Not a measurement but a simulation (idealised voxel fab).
Proc. module: voxel self aligned contacts
285 nm wide, 5 nm square cells: that's cross-section cut.
For the purposes of this document, a cross-section shall be understood as a grid of square cells, specified as bands listed in top-to-bottom order, each band consisting of one or more rows of cells. Heads up on the band format: heights come first, top then bottom, in nm. After that it's the materials left to right, each with its width in nm. A single material flagged "all across" fills the whole band edge to edge, and "empty" means there's empty space there. Height 0 is the level under which the wafer as received is all one material. The lowest band goes on downwards, as in "0 down". A width given as "30..40" starts at the first number in the band's top row and ends at the second number in its bottom row, shifting by an equal amount at every step from row to row. Step note "no alterations made" = no cross-section cell changed. Entry "Closed void table". Content: empty spaces with no open connection to the top, size 8 cells or greater. Each: width x height at distance. Distance: from left edge. Unit: nm. Whatever follows a step's settings on its line is a remark the simulator itself makes about that step. overlay nm, on a step with a mask: how far to the right of its planned place the mask lay; to the left if negative.

[The process steps that were planned are listed below]
1. RECEIVE, material Si
2. OXIDIZE, depth nm 5
3. DIRECTIONAL_DEP, material polySi, thk nm 20
4. DIRECTIONAL_DEP, material SiN, thk nm 20
5. MASKED_ETCH, tone cover, mask id GATE, width nm 35, pitch nm 80, etch materials SiN, depth nm 20, overlay nm 0
6. MASKED_ETCH, tone cover, mask id GATE, width nm 35, pitch nm 80, etch materials polySi, depth nm 20, overlay nm 0
7. CONFORMAL_DEP, material SiN, thk nm 10
8. DIRECTIONAL_ETCH, etch materials SiN, depth nm 10
9. FILL_DEP, material SiO2, thk nm 15
10. CMP, height nm 45
11. PATTERN, tone open, mask id CONTACT, material resist, width nm 65, thk nm 20, overlay nm 0
12. DIRECTIONAL_ETCH, etch materials SiO2, depth nm 50
13. STRIP, etch materials resist
14. CONFORMAL_DEP, material TiN, thk nm 5
15. FILL_DEP, material Ru, thk nm 10
16. CMP, height nm 45
17. CONFORMAL_DEP, material SiCN, thk nm 5

[Step 1 complete: cross-section of the wafer as received]
    0 down = Si all across
    Closed void table: none

[Sectioned view, first of two wafers, at the close of the module, processed as intended in the plan]
    50 to 45 = SiCN all across
    45 to 40 = SiO2 (110), then TiN (25), then Ru (15), then TiN (25), then SiO2 (110)
    40 to 20 = SiO2 (75), then SiN (55), then TiN (5), then Ru (15), then TiN (5), then SiN (55), then SiO2 (75)
    20 to 0 = SiO2 (75), then SiN (10), then polySi (35), then SiN (10), then TiN (5), then Ru (15), then TiN (5), then SiN (10), then polySi (35), then SiN (10), then SiO2 (75)
    0 to -5 = SiO2 (130), then TiN (25), then SiO2 (130)
    -5 down = Si all across
    Closed void table: none

[This cross-section belongs to the second wafer of two at the end of the module; the start and the plan were shared with the first, and the run included one mistake]
    50 to 45 = SiCN all across
    45 to 40 = SiO2 (110), then TiN (25), then Ru (20), then TiN (20), then SiO2 (110)
    40 to 25 = SiO2 (80), then SiN (50), then TiN (5), then Ru (20), then TiN (5), then SiN (50), then SiO2 (75)
    25 to 20 = SiO2 (80), then SiN (50), then TiN (5), then Ru (15), then TiN (10), then SiN (50), then SiO2 (75)
    20 to 0 = SiO2 (75), then SiN (10), then polySi (35), then SiN (10), then TiN (5), then Ru (15), then TiN (5), then SiN (10), then polySi (35), then SiN (10), then SiO2 (75)
    0 to -5 = SiO2 (130), then TiN (25), then SiO2 (130)
    -5 down = Si all across
    Closed void table: none
Here's what went sideways: step 5 was not run as planned; what actually ran was MASKED_ETCH, tone cover, mask id GATE, width nm 30, pitch nm 80, etch materials SiN, depth nm 20, overlay nm 0
Upon completion, the second wafer contains, in terms of cells, a greater or smaller amount of certain materials than the first wafer: Ru +4 | SiN -8 | SiO2 +4
